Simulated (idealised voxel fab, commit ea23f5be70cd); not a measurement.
Name of the process module below: voxel wiring stack
This is section cut - it's 255 nm across, gridded in 5 nm square cells.
We lay out every cross-section as a grid of square cells and spell it out in bands from the top down, where one band means one or more rows of cells. Top height, bottom height, nm. Materials left to right, width each, nm. Single material + "full width" = fills band edge to edge. "air" = empty. A quick word on heights: they are counted from 0, and under that level the wafer as it came to us is one material throughout. The lowest band is different from the rest in having no bottom; it simply continues downward, written as in "0 nm and below". It should be noted that a width expressed as "30..40" varies in equal increments from row to row of cells within the band, taking the value of the first number at the top row and that of the second number at the bottom row. The designation "nothing changed", where it is given for a processing step, indicates that no cell of the cross-section was altered in the course of that step. This entry, "Internal closed voids", enumerates those empty regions of no fewer than 8 cells that possess no open connection to the top. Each region is reported in the form width x height at distance, the distance being taken from the left edge, with all three quantities expressed in nm. Past the settings on a step's line: simulator remark, on that step. "overlay nm" answers the question of how far to the right of plan the mask lay on a step that has a mask, and when it is negative the answer is to the left.
# The following list gives the planned process steps
1) RECEIVE,material Si
2) CONFORMAL_DEP,material SiO2,thk nm 15
3) CONFORMAL_DEP,material SiCN,thk nm 5
4) DIRECTIONAL_DEP,material lowk,thk nm 15
5) DIRECTIONAL_DEP,material aC,thk nm 15
6) PATTERN,tone open,mask id METAL_1,material resist,width nm 25,pitch nm 50,thk nm 30,overlay nm 0
7) DIRECTIONAL_ETCH,etch materials aC,depth nm 15
8) STRIP,etch materials resist
9) DIRECTIONAL_ETCH,etch materials lowk,depth nm 15
10) DIRECTIONAL_ETCH,etch materials SiCN,depth nm 5
11) STRIP,etch materials aC
12) CONFORMAL_DEP,material TiN,thk nm 5
13) FILL_DEP,material Cu,thk nm 5
14) CMP,height nm 35
15) CONFORMAL_DEP,material SiCN,thk nm 5
16) DIRECTIONAL_DEP,material lowk,thk nm 15
17) DIRECTIONAL_DEP,material aC,thk nm 15
18) PATTERN,tone open,mask id PLUG_1,material resist,width nm 15,pitch nm 50,thk nm 35,overlay nm 0
19) DIRECTIONAL_ETCH,etch materials aC,depth nm 15
20) STRIP,etch materials resist
21) DIRECTIONAL_ETCH,etch materials lowk,depth nm 15
22) DIRECTIONAL_ETCH,etch materials SiCN,depth nm 5
23) STRIP,etch materials aC
24) EPI,material Ru,thk nm 10
25) EPI,material Ru,thk nm 10
26) CONFORMAL_DEP,material SiN,thk nm 5
27) DIRECTIONAL_DEP,material lowk,thk nm 15
28) MASKED_ETCH,tone open,mask id METAL_2,width nm 25,pitch nm 50,etch materials lowk,depth nm 15,overlay nm 0
29) MASKED_ETCH,tone open,mask id METAL_2,width nm 25,pitch nm 50,etch materials SiN,depth nm 5,overlay nm 0
30) CONFORMAL_DEP,material TiN,thk nm 5
31) FILL_DEP,material W,thk nm 5
32) CMP,height nm 75
33) CONFORMAL_DEP,material SiCN,thk nm 5
34) DIRECTIONAL_DEP,material SiO2,thk nm 15
35) PATTERN,tone open,mask id PLUG_2,material resist,width nm 15,pitch nm 50,thk nm 15,overlay nm 0
36) DIRECTIONAL_ETCH,etch materials SiO2,depth nm 15
37) DIRECTIONAL_ETCH,etch materials SiCN,depth nm 5
38) STRIP,etch materials resist
39) EPI,material Ru,thk nm 10
40) EPI,material Ru,thk nm 10
41) DIRECTIONAL_DEP,material TiN,thk nm 5
42) DIRECTIONAL_DEP,material W,thk nm 15
43) DIRECTIONAL_DEP,material aC,thk nm 10
44) PATTERN,tone cover,mask id METAL_3,material resist,width nm 25,pitch nm 50,thk nm 25,overlay nm 0
45) DIRECTIONAL_ETCH,etch materials aC,depth nm 10
46) STRIP,etch materials resist
47) DIRECTIONAL_ETCH,etch materials W,depth nm 15
48) DIRECTIONAL_ETCH,etch materials TiN,depth nm 5
49) STRIP,etch materials aC
50) CONFORMAL_DEP,material SiCN,thk nm 5
51) FILL_DEP,material SiO2,thk nm 10
52) CMP,height nm 115
53) CONFORMAL_DEP,material SiCN,thk nm 5
# Shown in cross-section is the wafer as received, that is, as it stands after step 1
    0 nm and below = Si full width
    Internal closed voids: none
# As-planned run: cross-section of the first of two wafers at end of module
    120 nm to 115 nm = SiCN full width
    115 nm to 100 nm = SiO2 (85), then SiCN (5), then W (25), then SiCN (5), then SiO2 (15), then SiCN (5), then W (25), then SiCN (5), then SiO2 (85)
    100 nm to 95 nm = SiCN (90), then TiN (25), then SiCN (25), then TiN (25), then SiCN (90)
    95 nm to 80 nm = SiO2 (90), then Ru (15), then SiO2 (35), then Ru (15), then SiO2 (100)
    80 nm to 75 nm = SiCN (90), then Ru (15), then SiCN (35), then Ru (15), then SiCN (100)
    75 nm to 60 nm = lowk (90), then TiN (5), then W (15), then TiN (5), then lowk (25), then TiN (5), then W (15), then TiN (5), then lowk (90)
    60 nm to 55 nm = SiN (90), then TiN (25), then SiN (25), then TiN (25), then SiN (90)
    55 nm to 40 nm = lowk (90), then Ru (15), then lowk (35), then Ru (15), then lowk (100)
    40 nm to 35 nm = SiCN (90), then Ru (15), then SiCN (35), then Ru (15), then SiCN (100)
    35 nm to 20 nm = lowk (90), then TiN (5), then Cu (15), then TiN (5), then lowk (25), then TiN (5), then Cu (15), then TiN (5), then lowk (90)
    20 nm to 15 nm = SiCN (90), then TiN (25), then SiCN (25), then TiN (25), then SiCN (90)
    15 nm to 0 nm = SiO2 full width
    0 nm and below = Si full width
    Internal closed voids: none
# End of module, second wafer, cross-section. Started like the first, planned like the first, run with one mistake
    120 nm to 115 nm = SiCN full width
    115 nm to 100 nm = SiO2 (85), then SiCN (5), then W (25), then SiCN (5), then SiO2 (15), then SiCN (5), then W (25), then SiCN (5), then SiO2 (85)
    100 nm to 95 nm = SiCN (90), then TiN (25), then SiCN (25), then TiN (25), then SiCN (90)
    95 nm to 80 nm = SiO2 (90), then Ru (15), then SiO2 (35), then Ru (15), then SiO2 (100)
    80 nm to 75 nm = SiCN (90), then Ru (15), then SiCN (35), then Ru (15), then SiCN (100)
    75 nm to 60 nm = lowk (90), then TiN (5), then W (15), then TiN (5), then lowk (25), then TiN (5), then W (15), then TiN (5), then lowk (90)
    60 nm to 55 nm = SiN (90), then TiN (25), then SiN (25), then TiN (25), then SiN (90)
    55 nm to 40 nm = lowk (90), then SiN (5), then TiN (5), then SiN (5), then lowk (35), then SiN (5), then TiN (5), then SiN (5), then lowk (100)
    40 nm to 35 nm = SiCN (90), then SiN (5), then TiN (5), then SiN (5), then SiCN (35), then SiN (5), then TiN (5), then SiN (5), then SiCN (100)
    35 nm to 20 nm = Cu (85), then TiN (5), then lowk (25), then TiN (5), then Cu (15), then TiN (5), then lowk (25), then TiN (5), then Cu (85)
    20 nm to 15 nm = TiN (90), then SiCN (25), then TiN (25), then SiCN (25), then TiN (90)
    15 nm to 0 nm = SiO2 full width
    0 nm and below = Si full width
    Internal closed voids: none
What went wrong in running the wafer? contrary to plan, step 6 was performed as PATTERN,tone cover,mask id METAL_1,material resist,width nm 25,pitch nm 50,thk nm 30,overlay nm 0
Wrapping up, a cell-based count of both wafers puts the second over or under the first for these materials: Cu: 93 more; Ru: 24 fewer; SiCN: 31 fewer; SiN: 16 more; TiN: 39 more; lowk: 93 fewer
